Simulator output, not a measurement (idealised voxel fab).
This is a process module. Its name is voxel self aligned contacts.
FYI the section here is cut, 280 nm wide, cells are 5 nm squares.
We lay out every cross-section as a grid of square cells and spell it out in bands from the top down, where one band means one or more rows of cells.
This entry defines a band. It first specifies the height of the band's top and the height of its bottom in nm, and then specifies the band's materials from left to right, stating each material with its width in nm. The word "full width" identifies a single material that fills the band from edge to edge, while the word "air" identifies empty space.
Heights are expressed relative to 0, this being the level below which the as-received wafer comprises one material exclusively. The lowest band is unbounded in the downward direction and is denoted as in "from 0 down".
Read "30->40" as a graded width: first number on top, second number at the bottom, same change between each pair of neighbouring rows.
Given "no alteration" for a step, no cell of the cross-section differs between before and after that step.
Each empty space that has no open way to the top and spans at least 8 cells appears under "Closed void register" as width x height at distance, the distance counted from the left edge, all in nm.
What comes after the settings on a step's line is commentary from the simulator itself on that step.
"overlay nm", when on a step's line for a step with a mask, measures how far to the right of its planned place the mask lay; a negative measure means to the left.
## Intended process steps
1 RECEIVE [material Si]
2 CONFORMAL_DEP [material SiO2] [thk nm 5]
3 DIRECTIONAL_DEP [material polySi] [thk nm 25]
4 DIRECTIONAL_DEP [material SiN] [thk nm 20]
5 DIRECTIONAL_DEP [material aC] [thk nm 10]
6 PATTERN [tone cover] [mask id GATE] [material resist] [width nm 35] [pitch nm 70] [thk nm 25] [overlay nm 0]
7 DIRECTIONAL_ETCH [etch materials aC] [depth nm 10]
8 STRIP [etch materials resist]
9 DIRECTIONAL_ETCH [etch materials SiN] [depth nm 20]
10 DIRECTIONAL_ETCH [etch materials polySi] [depth nm 25]
11 STRIP [etch materials aC]
12 CONFORMAL_DEP [material SiN] [thk nm 5]
13 DIRECTIONAL_ETCH [etch materials SiN] [depth nm 5]
14 FILL_DEP [material SiO2] [thk nm 10]
15 CMP [height nm 55]
16 DIRECTIONAL_DEP [material aC] [thk nm 10]
17 PATTERN [tone open] [mask id CONTACT] [material resist] [width nm 55] [pitch nm 70] [thk nm 25] [overlay nm 0]
18 DIRECTIONAL_ETCH [etch materials aC] [depth nm 10]
19 STRIP [etch materials resist]
20 DIRECTIONAL_ETCH [etch materials SiO2] [depth nm 55]
21 STRIP [etch materials aC]
22 CONFORMAL_DEP [material TiN] [thk nm 5]
23 FILL_DEP [material Ru] [thk nm 10]
24 CMP [height nm 55]
25 CONFORMAL_DEP [material SiN] [thk nm 5]
## Below: the first of two wafers, run as planned
## Shown in cross-section is the wafer as received, that is, as it stands after step 1
  from 0 down | Si full width
  Closed void register: none
## Step 2 complete: cross-section through the wafer
  from 5 to 0 | SiO2 full width
  Below a height of 0, the structure has not been altered.
## Step 3 complete: cross-section through the wafer
  from 30 to 5 | polySi full width
  Below a height of 5, the structure has not been altered.
## Step 4 complete: cross-section through the wafer
  from 50 to 30 | SiN full width
  Below a height of 30, the structure has not been altered.
## Step 5 complete: cross-section through the wafer
  from 60 to 50 | aC full width
  Below a height of 50, the structure has not been altered.
## Step 6 complete: cross-section through the wafer
  from 85 to 60 | air (50), resist (35), air (35), resist (35), air (35), resist (35), air (55)
  Below a height of 60, the structure has not been altered.
## Step 7 complete: cross-section through the wafer
  from 75 to 60 | air (50), resist (35), air (35), resist (35), air (35), resist (35), air (55)
  from 60 to 50 | air (50), aC (35), air (35), aC (35), air (35), aC (35), air (55)
  Below a height of 50, the structure has not been altered.
## Step 8 complete: cross-section through the wafer
  from 60 to 50 | air (50), aC (35), air (35), aC (35), air (35), aC (35), air (55)
  Below a height of 50, the structure has not been altered.
## Step 9 complete: cross-section through the wafer
  from 60 to 50 | air (50), aC (35), air (35), aC (35), air (35), aC (35), air (55)
  from 50 to 30 | air (50), SiN (35), air (35), SiN (35), air (35), SiN (35), air (55)
  Below a height of 30, the structure has not been altered.
## Step 10 complete: cross-section through the wafer
  from 60 to 50 | air (50), aC (35), air (35), aC (35), air (35), aC (35), air (55)
  from 50 to 30 | air (50), SiN (35), air (35), SiN (35), air (35), SiN (35), air (55)
  from 30 to 5 | air (50), polySi (35), air (35), polySi (35), air (35), polySi (35), air (55)
  Below a height of 5, the structure has not been altered.
## Step 11 complete: cross-section through the wafer
  from 50 to 30 | air (50), SiN (35), air (35), SiN (35), air (35), SiN (35), air (55)
  Below a height of 30, the structure has not been altered.
## Step 12 complete: cross-section through the wafer
  from 55 to 30 | air (45), SiN (45), air (25), SiN (45), air (25), SiN (45), air (50)
  from 30 to 10 | air (45), SiN (5), polySi (35), SiN (5), air (25), SiN (5), polySi (35), SiN (5), air (25), SiN (5), polySi (35), SiN (5), air (50)
  from 10 to 5 | SiN (50), polySi (35), SiN (35), polySi (35), SiN (35), polySi (35), SiN (55)
  Below a height of 5, the structure has not been altered.
## Step 13 complete: cross-section through the wafer
  from 50 to 30 | air (45), SiN (45), air (25), SiN (45), air (25), SiN (45), air (50)
  from 30 to 5 | air (45), SiN (5), polySi (35), SiN (5), air (25), SiN (5), polySi (35), SiN (5), air (25), SiN (5), polySi (35), SiN (5), air (50)
  Below a height of 5, the structure has not been altered.
## Step 14 complete: cross-section through the wafer
  from 60 to 50 | SiO2 full width
  from 50 to 30 | SiO2 (45), SiN (45), SiO2 (25), SiN (45), SiO2 (25), SiN (45), SiO2 (50)
  from 30 to 5 | SiO2 (45), SiN (5), polySi (35), SiN (5), SiO2 (25), SiN (5), polySi (35), SiN (5), SiO2 (25), SiN (5), polySi (35), SiN (5), SiO2 (50)
  Below a height of 5, the structure has not been altered.
## Step 15 complete: cross-section through the wafer
  from 55 to 50 | SiO2 full width
  Below a height of 50, the structure has not been altered.
## Step 16 complete: cross-section through the wafer
  from 65 to 55 | aC full width
  Below a height of 55, the structure has not been altered.
## Step 17 complete: cross-section through the wafer
  from 90 to 65 | resist (75), air (55), resist (15), air (55), resist (80)
  Below a height of 65, the structure has not been altered.
## Step 18 complete: cross-section through the wafer
  from 80 to 65 | resist (75), air (55), resist (15), air (55), resist (80)
  from 65 to 55 | aC (75), air (55), aC (15), air (55), aC (80)
  Below a height of 55, the structure has not been altered.
## Step 19 complete: cross-section through the wafer
  from 65 to 55 | aC (75), air (55), aC (15), air (55), aC (80)
  Below a height of 55, the structure has not been altered.
## Step 20 complete: cross-section through the wafer
  from 65 to 55 | aC (75), air (55), aC (15), air (55), aC (80)
  from 55 to 50 | SiO2 (75), air (55), SiO2 (15), air (55), SiO2 (80)
  from 50 to 30 | SiO2 (45), SiN (45), air (25), SiN (45), air (25), SiN (45), SiO2 (50)
  from 30 to 5 | SiO2 (45), SiN (5), polySi (35), SiN (5), air (25), SiN (5), polySi (35), SiN (5), air (25), SiN (5), polySi (35), SiN (5), SiO2 (50)
  from 5 to 0 | SiO2 (90), air (25), SiO2 (45), air (25), SiO2 (95)
  Below a height of 0, the structure has not been altered.
## Step 21 complete: cross-section through the wafer
  from 55 to 50 | SiO2 (75), air (55), SiO2 (15), air (55), SiO2 (80)
  Below a height of 50, the structure has not been altered.
## Step 22 complete: cross-section through the wafer
  from 60 to 55 | TiN (80), air (45), TiN (25), air (45), TiN (85)
  from 55 to 50 | SiO2 (75), TiN (20), air (15), TiN (20), SiO2 (15), TiN (20), air (15), TiN (20), SiO2 (80)
  from 50 to 30 | SiO2 (45), SiN (45), TiN (5), air (15), TiN (5), SiN (45), TiN (5), air (15), TiN (5), SiN (45), SiO2 (50)
  from 30 to 5 | SiO2 (45), SiN (5), polySi (35), SiN (5), TiN (5), air (15), TiN (5), SiN (5), polySi (35), SiN (5), TiN (5), air (15), TiN (5), SiN (5), polySi (35), SiN (5), SiO2 (50)
  from 5 to 0 | SiO2 (90), TiN (25), SiO2 (45), TiN (25), SiO2 (95)
  Below a height of 0, the structure has not been altered.
## Step 23 complete: cross-section through the wafer
  from 70 to 60 | Ru full width
  from 60 to 55 | TiN (80), Ru (45), TiN (25), Ru (45), TiN (85)
  from 55 to 50 | SiO2 (75), TiN (20), Ru (15), TiN (20), SiO2 (15), TiN (20), Ru (15), TiN (20), SiO2 (80)
  from 50 to 30 | SiO2 (45), SiN (45), TiN (5), Ru (15), TiN (5), SiN (45), TiN (5), Ru (15), TiN (5), SiN (45), SiO2 (50)
  from 30 to 5 | SiO2 (45), SiN (5), polySi (35), SiN (5), TiN (5), Ru (15), TiN (5), SiN (5), polySi (35), SiN (5), TiN (5), Ru (15), TiN (5), SiN (5), polySi (35), SiN (5), SiO2 (50)
  Below a height of 5, the structure has not been altered.
## Step 24 complete: cross-section through the wafer
  from 55 to 50 | SiO2 (75), TiN (20), Ru (15), TiN (20), SiO2 (15), TiN (20), Ru (15), TiN (20), SiO2 (80)
  Below a height of 50, the structure has not been altered.
## Step 25 complete: cross-section through the wafer
  from 60 to 55 | SiN full width
  Below a height of 55, the structure has not been altered.
## The second wafer began exactly as the first did and followed the same plan, but one mistake was made while running it; through step 11 inclusive, the two wafers are identical
Second wafer shown in cross-section at the time step 12 was slated to end: no alteration
## Second wafer shown in cross-section at the time step 13 was slated to end
  from 45 to 30 | air (50), SiN (35), air (35), SiN (35), air (35), SiN (35), air (55)
  Below a height of 30, the structure has not been altered.
## Second wafer shown in cross-section at the time step 14 was slated to end
  from 55 to 45 | SiO2 full width
  from 45 to 30 | SiO2 (50), SiN (35), SiO2 (35), SiN (35), SiO2 (35), SiN (35), SiO2 (55)
  from 30 to 5 | SiO2 (50), polySi (35), SiO2 (35), polySi (35), SiO2 (35), polySi (35), SiO2 (55)
  Below a height of 5, the structure has not been altered.
Second wafer shown in cross-section at the time step 15 was slated to end: no alteration
## Second wafer shown in cross-section at the time step 16 was slated to end
  from 65 to 55 | aC full width
  Below a height of 55, the structure has not been altered.
## Second wafer shown in cross-section at the time step 17 was slated to end
  from 90 to 65 | resist (75), air (55), resist (15), air (55), resist (80)
  Below a height of 65, the structure has not been altered.
## Second wafer shown in cross-section at the time step 18 was slated to end
  from 80 to 65 | resist (75), air (55), resist (15), air (55), resist (80)
  from 65 to 55 | aC (75), air (55), aC (15), air (55), aC (80)
  Below a height of 55, the structure has not been altered.
## Second wafer shown in cross-section at the time step 19 was slated to end
  from 65 to 55 | aC (75), air (55), aC (15), air (55), aC (80)
  Below a height of 55, the structure has not been altered.
## Second wafer shown in cross-section at the time step 20 was slated to end
  from 65 to 55 | aC (75), air (55), aC (15), air (55), aC (80)
  from 55 to 45 | SiO2 (75), air (55), SiO2 (15), air (55), SiO2 (80)
  from 45 to 30 | SiO2 (50), SiN (35), air (35), SiN (35), air (35), SiN (35), SiO2 (55)
  from 30 to 5 | SiO2 (50), polySi (35), air (35), polySi (35), air (35), polySi (35), SiO2 (55)
  from 5 to 0 | SiO2 (85), air (35), SiO2 (35), air (35), SiO2 (90)
  Below a height of 0, the structure has not been altered.
## Second wafer shown in cross-section at the time step 21 was slated to end
  from 55 to 45 | SiO2 (75), air (55), SiO2 (15), air (55), SiO2 (80)
  Below a height of 45, the structure has not been altered.
## Second wafer shown in cross-section at the time step 22 was slated to end
  from 60 to 55 | TiN (80), air (45), TiN (25), air (45), TiN (85)
  from 55 to 45 | SiO2 (75), TiN (5->15), air (45->25), TiN (5->15), SiO2 (15), TiN (5->15), air (45->25), TiN (5->15), SiO2 (80)
  from 45 to 30 | SiO2 (50), SiN (35), TiN (5), air (25), TiN (5), SiN (35), TiN (5), air (25), TiN (5), SiN (35), SiO2 (55)
  from 30 to 5 | SiO2 (50), polySi (35), TiN (5), air (25), TiN (5), polySi (35), TiN (5), air (25), TiN (5), polySi (35), SiO2 (55)
  from 5 to 0 | SiO2 (85), TiN (35), SiO2 (35), TiN (35), SiO2 (90)
  Below a height of 0, the structure has not been altered.
## Second wafer shown in cross-section at the time step 23 was slated to end
  from 70 to 60 | Ru full width
  from 60 to 55 | TiN (80), Ru (45), TiN (25), Ru (45), TiN (85)
  from 55 to 45 | SiO2 (75), TiN (5->15), Ru (45->25), TiN (5->15), SiO2 (15), TiN (5->15), Ru (45->25), TiN (5->15), SiO2 (80)
  from 45 to 30 | SiO2 (50), SiN (35), TiN (5), Ru (25), TiN (5), SiN (35), TiN (5), Ru (25), TiN (5), SiN (35), SiO2 (55)
  from 30 to 5 | SiO2 (50), polySi (35), TiN (5), Ru (25), TiN (5), polySi (35), TiN (5), Ru (25), TiN (5), polySi (35), SiO2 (55)
  Below a height of 5, the structure has not been altered.
## Second wafer shown in cross-section at the time step 24 was slated to end
  from 55 to 45 | SiO2 (75), TiN (5->15), Ru (45->25), TiN (5->15), SiO2 (15), TiN (5->15), Ru (45->25), TiN (5->15), SiO2 (80)
  Below a height of 45, the structure has not been altered.
## Second wafer shown in cross-section at the time step 25 was slated to end
  from 60 to 55 | SiN full width
  Below a height of 55, the structure has not been altered.
Finding, execution versus plan: skipped: plan step 12 (never run)
Counted in cells at the end, the second wafer holds more or fewer of these materials than the first: +48 Ru | -75 SiN | +27 SiO2
